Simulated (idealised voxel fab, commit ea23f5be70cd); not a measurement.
Documented hereafter: the process module known as voxel self aligned vias.
The figure presents cross-section cut, which has a width of 225 nm and is divided into square cells with an edge length of 5 nm.
Think of the cross-section as a grid of square cells. We describe it in bands, top to bottom, and each band covers one or more rows of those cells.
Basically the band line says how high the top is and how high the bottom is, in nm, and then what's in it from left to right, every material with its width in nm. Empty space shows up as "blank", and if a single material carries "everywhere" it runs the full band edge to edge.
Counting heights begins at 0, where everything beneath is, in the wafer as received, one material. The lowest band has no bottom; it goes on downwards, as "from 0 down" shows.
Width spec "30->40" -> top row of cells at first value, bottom row at second value, equal per-row change in between.
What does "nothing altered" mean for a step? It means no cell of the cross-section changed in that step.
In the "Cavities, closed" entry, you get each enclosed empty space of 8 cells or more, one with no open way to the top, written width x height at distance, distance from the left edge, in nm.
On each step's line, the part that comes after the settings is the simulator's own comment on the step.
What "overlay nm" on a step's line means: if the step has a mask, that mask lay this far to the right of its planned place, or, when the value is negative, to the left.

Process steps (planned)
1: RECEIVE,material Si
2: CONFORMAL_DEP,material SiO2,thk nm 15
3: CONFORMAL_DEP,material SiCN,thk nm 5
4: DIRECTIONAL_DEP,material lowk,thk nm 30
5: PATTERN,tone open,mask id LINES,material resist,width nm 25,pitch nm 65,thk nm 20,overlay nm 0
6: DIRECTIONAL_ETCH,etch materials lowk,depth nm 30
7: STRIP,etch materials resist
8: CONFORMAL_DEP,material TiN,thk nm 5
9: FILL_DEP,material Ru,thk nm 10
10: CMP,height nm 50
11: SELECTIVE_ETCH,etch materials W Ru TiN,depth nm 10
12: FILL_DEP,material SiN,thk nm 10
13: CMP,height nm 50
14: DIRECTIONAL_DEP,material lowk,thk nm 15
15: MASKED_ETCH,tone open,mask id VIAS,width nm 35,pitch nm 65,etch materials lowk,depth nm 15,overlay nm 0
16: MASKED_ETCH,tone open,mask id VIAS,width nm 35,pitch nm 65,etch materials SiN,depth nm 10,overlay nm 0
17: CONFORMAL_DEP,material TiN,thk nm 5
18: FILL_DEP,material Ru,thk nm 10
19: CMP,height nm 65
20: CONFORMAL_DEP,material SiCN,thk nm 5

Concerning the first of two wafers, which was run in accordance with the plan

Cross-section of the wafer as it came to us, i.e., already through step 1
    from 0 down: Si everywhere
    Cavities, closed: none

Once step 2 is through, the wafer looks like this in cross-section
    from 15 to 0: SiO2 everywhere
    below 0: unchanged

Once step 3 is through, the wafer looks like this in cross-section
    from 20 to 15: SiCN everywhere
    below 15: unchanged

Once step 4 is through, the wafer looks like this in cross-section
    from 50 to 20: lowk everywhere
    below 20: unchanged

Once step 5 is through, the wafer looks like this in cross-section
    from 70 to 50: resist=65  blank=25  resist=40  blank=25  resist=70
    below 50: unchanged

Once step 6 is through, the wafer looks like this in cross-section
    from 70 to 50: resist=65  blank=25  resist=40  blank=25  resist=70
    from 50 to 20: lowk=65  blank=25  lowk=40  blank=25  lowk=70
    below 20: unchanged

Once step 7 is through, the wafer looks like this in cross-section
    from 50 to 20: lowk=65  blank=25  lowk=40  blank=25  lowk=70
    below 20: unchanged

Once step 8 is through, the wafer looks like this in cross-section
    from 55 to 50: TiN=70  blank=15  TiN=50  blank=15  TiN=75
    from 50 to 25: lowk=65  TiN=5  blank=15  TiN=5  lowk=40  TiN=5  blank=15  TiN=5  lowk=70
    from 25 to 20: lowk=65  TiN=25  lowk=40  TiN=25  lowk=70
    below 20: unchanged

Once step 9 is through, the wafer looks like this in cross-section
    from 65 to 55: Ru everywhere
    from 55 to 50: TiN=70  Ru=15  TiN=50  Ru=15  TiN=75
    from 50 to 25: lowk=65  TiN=5  Ru=15  TiN=5  lowk=40  TiN=5  Ru=15  TiN=5  lowk=70
    below 25: unchanged

Once step 10 is through, the wafer looks like this in cross-section
    from 50 to 25: lowk=65  TiN=5  Ru=15  TiN=5  lowk=40  TiN=5  Ru=15  TiN=5  lowk=70
    below 25: unchanged

Once step 11 is through, the wafer looks like this in cross-section
    from 50 to 40: lowk=65  blank=25  lowk=40  blank=25  lowk=70
    below 40: unchanged

Once step 12 is through, the wafer looks like this in cross-section
    from 60 to 50: SiN everywhere
    from 50 to 40: lowk=65  SiN=25  lowk=40  SiN=25  lowk=70
    below 40: unchanged

Once step 13 is through, the wafer looks like this in cross-section
    from 50 to 40: lowk=65  SiN=25  lowk=40  SiN=25  lowk=70
    below 40: unchanged

Once step 14 is through, the wafer looks like this in cross-section
    from 65 to 50: lowk everywhere
    below 50: unchanged

Once step 15 is through, the wafer looks like this in cross-section
    from 65 to 50: lowk=60  blank=35  lowk=30  blank=35  lowk=65
    below 50: unchanged

Once step 16 is through, the wafer looks like this in cross-section
    from 65 to 50: lowk=60  blank=35  lowk=30  blank=35  lowk=65
    from 50 to 40: lowk=65  blank=25  lowk=40  blank=25  lowk=70
    below 40: unchanged

Once step 17 is through, the wafer looks like this in cross-section
    from 70 to 65: TiN=65  blank=25  TiN=40  blank=25  TiN=70
    from 65 to 55: lowk=60  TiN=5  blank=25  TiN=5  lowk=30  TiN=5  blank=25  TiN=5  lowk=65
    from 55 to 45: lowk=60->65  TiN=10->5  blank=15  TiN=10->5  lowk=30->40  TiN=10->5  blank=15  TiN=10->5  lowk=65->70
    from 45 to 40: lowk=65  TiN=25  lowk=40  TiN=25  lowk=70
    below 40: unchanged

Once step 18 is through, the wafer looks like this in cross-section
    from 80 to 70: Ru everywhere
    from 70 to 65: TiN=65  Ru=25  TiN=40  Ru=25  TiN=70
    from 65 to 55: lowk=60  TiN=5  Ru=25  TiN=5  lowk=30  TiN=5  Ru=25  TiN=5  lowk=65
    from 55 to 45: lowk=60->65  TiN=10->5  Ru=15  TiN=10->5  lowk=30->40  TiN=10->5  Ru=15  TiN=10->5  lowk=65->70
    below 45: unchanged

Once step 19 is through, the wafer looks like this in cross-section
    from 65 to 55: lowk=60  TiN=5  Ru=25  TiN=5  lowk=30  TiN=5  Ru=25  TiN=5  lowk=65
    below 55: unchanged

Once step 20 is through, the wafer looks like this in cross-section
    from 70 to 65: SiCN everywhere
    below 65: unchanged

The second wafer began exactly as the first did and followed the same plan, but one mistake was made while running it; through step 15 inclusive, the two wafers are identical

Here is the second wafer in cross-section at the point where step 16 of the plan should have been done
    from 65 to 50: lowk=60  blank=35  lowk=30  blank=35  lowk=65
    from 50 to 40: lowk=65  blank=20  SiN=5  lowk=40  blank=20  SiN=5  lowk=70
    below 40: unchanged

Here is the second wafer in cross-section at the point where step 17 of the plan should have been done
    from 70 to 65: TiN=65  blank=25  TiN=40  blank=25  TiN=70
    from 65 to 55: lowk=60  TiN=5  blank=25  TiN=5  lowk=30  TiN=5  blank=25  TiN=5  lowk=65
    from 55 to 50: lowk=60  TiN=10  blank=10  TiN=15  lowk=30  TiN=10  blank=10  TiN=15  lowk=65
    from 50 to 45: lowk=65  TiN=5  blank=10  TiN=5  SiN=5  lowk=40  TiN=5  blank=10  TiN=5  SiN=5  lowk=70
    from 45 to 40: lowk=65  TiN=20  SiN=5  lowk=40  TiN=20  SiN=5  lowk=70
    below 40: unchanged

Here is the second wafer in cross-section at the point where step 18 of the plan should have been done
    from 80 to 70: Ru everywhere
    from 70 to 65: TiN=65  Ru=25  TiN=40  Ru=25  TiN=70
    from 65 to 55: lowk=60  TiN=5  Ru=25  TiN=5  lowk=30  TiN=5  Ru=25  TiN=5  lowk=65
    from 55 to 50: lowk=60  TiN=10  Ru=10  TiN=15  lowk=30  TiN=10  Ru=10  TiN=15  lowk=65
    from 50 to 45: lowk=65  TiN=5  Ru=10  TiN=5  SiN=5  lowk=40  TiN=5  Ru=10  TiN=5  SiN=5  lowk=70
    below 45: unchanged

Here is the second wafer in cross-section at the point where step 19 of the plan should have been done
    from 65 to 55: lowk=60  TiN=5  Ru=25  TiN=5  lowk=30  TiN=5  Ru=25  TiN=5  lowk=65
    below 55: unchanged

Here is the second wafer in cross-section at the point where step 20 of the plan should have been done
    from 70 to 65: SiCN everywhere
    below 65: unchanged
Heads up, the wafer didn't run the way we planned it: step 16: run off-plan, actual operation and settings MASKED_ETCH,tone open,mask id VIAS,width nm 35,pitch nm 65,etch materials SiN,depth nm 10,overlay nm -10
Final cells, second wafer relative to first, materials higher or lower: -4 Ru | +4 SiN
